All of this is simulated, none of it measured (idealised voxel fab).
The document below concerns the process module designated voxel transistor to metal.
This is section cut - it's 140 nm across, gridded in 5 nm square cells.
Throughout this document, each cross-section is represented as a grid of square cells and is presented as a sequence of bands enumerated from the top downward, where a band comprises one or more rows of cells.
In this notation a band is specified by the heights of its top and bottom, in that order and in nm, after which its materials appear from left to right, each paired with its width in nm. The word "throughout" attached to a single material means that material fills the band from edge to edge; the word "empty" stands for empty space.
Zero point of the height axis is 0; under it, received wafer = one material. Lowest band: continues down indefinitely, "z 0 and below".
Graded width ("30..40"): value in top row of band = first number; value in bottom row = second number; row-to-row change constant.
Basically "no modifications" means that step didn't change any cell in the cross-section.
Trapped voids: empty space of 8 cells or more with no open way to the top, each as width x height at its distance from the left edge, in nm
Where a step's line continues beyond its settings, the continuation is a remark by the simulator itself on that step.
On any step carrying a mask, the "overlay nm" setting, if present on the step's line, tells how far right of its planned place the mask lay; negative values point to the left.
Planned step list for the process
1. RECEIVE (material Si)
2. OXIDIZE (depth nm 5)
3. CONFORMAL_DEP (material SiN; thk nm 10)
4. PATTERN (tone cover; mask id ACTIVE; material resist; width nm 105; thk nm 15; overlay nm 0)
5. DIRECTIONAL_ETCH (etch materials SiN; depth nm 10)
6. DIRECTIONAL_ETCH (etch materials SiO2; depth nm 5)
7. DIRECTIONAL_ETCH (etch materials Si; depth nm 25)
8. STRIP (etch materials resist)
9. OXIDIZE (depth nm 5)
10. FILL_DEP (material SiO2; thk nm 5)
11. CMP (height nm 10)
12. SELECTIVE_ETCH (etch materials SiO2; depth nm 10)
13. STRIP (etch materials SiN)
14. SELECTIVE_ETCH (etch materials SiO2; depth nm 5)
15. OXIDIZE (depth nm 5)
16. DIRECTIONAL_DEP (material polySi; thk nm 25)
17. DIRECTIONAL_DEP (material SiCN; thk nm 15)
18. PATTERN (tone cover; mask id GATE; material resist; width nm 15; thk nm 20; overlay nm 0)
19. DIRECTIONAL_ETCH (etch materials SiCN; depth nm 25)
20. DIRECTIONAL_ETCH (etch materials polySi; depth nm 35)
21. STRIP (etch materials resist)
22. CONFORMAL_DEP (material SiO2; thk nm 5)
23. DIRECTIONAL_ETCH (etch materials SiO2; depth nm 5)
24. CONFORMAL_DEP (material SiN; thk nm 5)
25. DIRECTIONAL_ETCH (etch materials SiN; depth nm 5)
26. DIRECTIONAL_ETCH (etch materials SiO2; depth nm 5)
27. DIRECTIONAL_ETCH (etch materials Si; depth nm 10)
28. EPI (material SiGe; thk nm 10)
29. FILL_DEP (material SiO2; thk nm 10)
30. CMP (height nm 35)
31. DIRECTIONAL_DEP (material SiO2; thk nm 15)
32. MASKED_ETCH (tone open; mask id CONTACT; width nm 20; pitch nm 75; etch materials SiO2; depth nm 60; overlay nm 0)
33. CONFORMAL_DEP (material TiN; thk nm 5)
34. FILL_DEP (material W; thk nm 5)
35. CMP (height nm 50)
36. CONFORMAL_DEP (material SiN; thk nm 5)
37. DIRECTIONAL_DEP (material SiO2; thk nm 25)
38. MASKED_ETCH (tone open; mask id METAL_1; width nm 20; pitch nm 75; etch materials SiO2; depth nm 25; overlay nm 0)
39. MASKED_ETCH (tone open; mask id METAL_1; width nm 20; pitch nm 75; etch materials SiN; depth nm 5; overlay nm 0)
40. CONFORMAL_DEP (material TiN; thk nm 5)
41. FILL_DEP (material Cu; thk nm 10)
42. CMP (height nm 80)
43. CONFORMAL_DEP (material SiCN; thk nm 5)
44. DIRECTIONAL_DEP (material SiO2; thk nm 35)
45. MASKED_ETCH (tone open; mask id METAL_2_HOLES; width nm 15; pitch nm 75; etch materials SiO2; depth nm 35; overlay nm 0)
46. DIRECTIONAL_DEP (material aC; thk nm 15)
47. PATTERN (tone open; mask id METAL_2; material resist; width nm 20; pitch nm 75; thk nm 35; overlay nm 0)
48. DIRECTIONAL_ETCH (etch materials aC; depth nm 15)
49. STRIP (etch materials resist)
50. DIRECTIONAL_ETCH (etch materials SiO2; depth nm 20)
51. DIRECTIONAL_ETCH (etch materials SiCN; depth nm 5)
52. STRIP (etch materials aC)
53. CONFORMAL_DEP (material TiN; thk nm 5)
54. FILL_DEP (material Ru; thk nm 10)
55. CMP (height nm 120)
56. CONFORMAL_DEP (material SiN; thk nm 5)
Here's what the wafer looked like in cross-section when it arrived - that's after step 1
z 0 and below = Si throughout
Trapped voids: none
Look at the cross-section after the module: the wafer started out the way shown above and the plan was the one shown above, yet one mistake was made along the way
z 125 to 120 = SiN throughout
z 120 to 105 = SiO2=20 | TiN=5 | Ru=10 | TiN=5 | SiO2=55 | TiN=5 | Ru=10 | TiN=5 | SiO2=25
z 105 to 100 = SiO2=20 | TiN=5 | Ru=5 | TiN=10 | SiO2=55 | TiN=5 | Ru=5 | TiN=10 | SiO2=25
z 100 to 85 = SiO2=20 | TiN=5 | Ru=5 | TiN=5 | SiO2=60 | TiN=5 | Ru=5 | TiN=5 | SiO2=30
z 85 to 80 = SiCN=20 | TiN=15 | SiCN=60 | TiN=15 | SiCN=30
z 80 to 55 = SiO2=20 | TiN=5 | Cu=10 | TiN=5 | SiO2=55 | TiN=5 | Cu=10 | TiN=5 | SiO2=25
z 55 to 50 = SiN=20 | TiN=20 | SiN=55 | TiN=20 | SiN=25
z 50 to 35 = SiO2=20 | TiN=5 | W=10 | TiN=5 | SiO2=55 | TiN=5 | W=10 | TiN=5 | SiO2=25
z 35 to 20 = SiO2=20 | TiN=5 | W=10 | TiN=5 | SiO2=10 | SiN=5 | SiO2=5 | SiCN=15 | SiO2=5 | SiN=5 | SiO2=10 | TiN=5 | W=10 | TiN=5 | SiO2=25
z 20 to 0 = SiO2=20 | TiN=5 | W=10 | TiN=5 | SiO2=10 | SiN=5 | SiO2=5 | polySi=15 | SiO2=5 | SiN=5 | SiO2=10 | TiN=5 | W=10 | TiN=5 | SiO2=25
z 0 to -5 = SiO2=20 | TiN=5 | W=10 | TiN=5 | SiGe=10 | SiN=5 | SiO2=5 | polySi=15 | SiO2=5 | SiN=5 | SiGe=10 | TiN=5 | W=10 | TiN=5 | SiO2=25
z -5 to -10 = SiO2=10 | SiN=5 | SiO2=5 | TiN=20 | SiGe=10 | SiO2=35 | SiGe=10 | TiN=20 | SiO2=5 | SiN=10 | SiO2=10
z -10 to -15 = SiO2=10 | SiN=5 | SiO2=10 | SiGe=25 | Si=35 | SiGe=25 | SiO2=10 | SiN=10 | SiO2=10
z -15 to -20 = SiO2=25 | SiGe=25 | Si=35 | SiGe=25 | SiO2=30
z -20 to -35 = SiO2=20 | Si=95 | SiO2=25
z -35 and below = Si throughout
Trapped voids: none
In executing the process, a mistake was made relative to the plan: steps 12 and 13 swapped
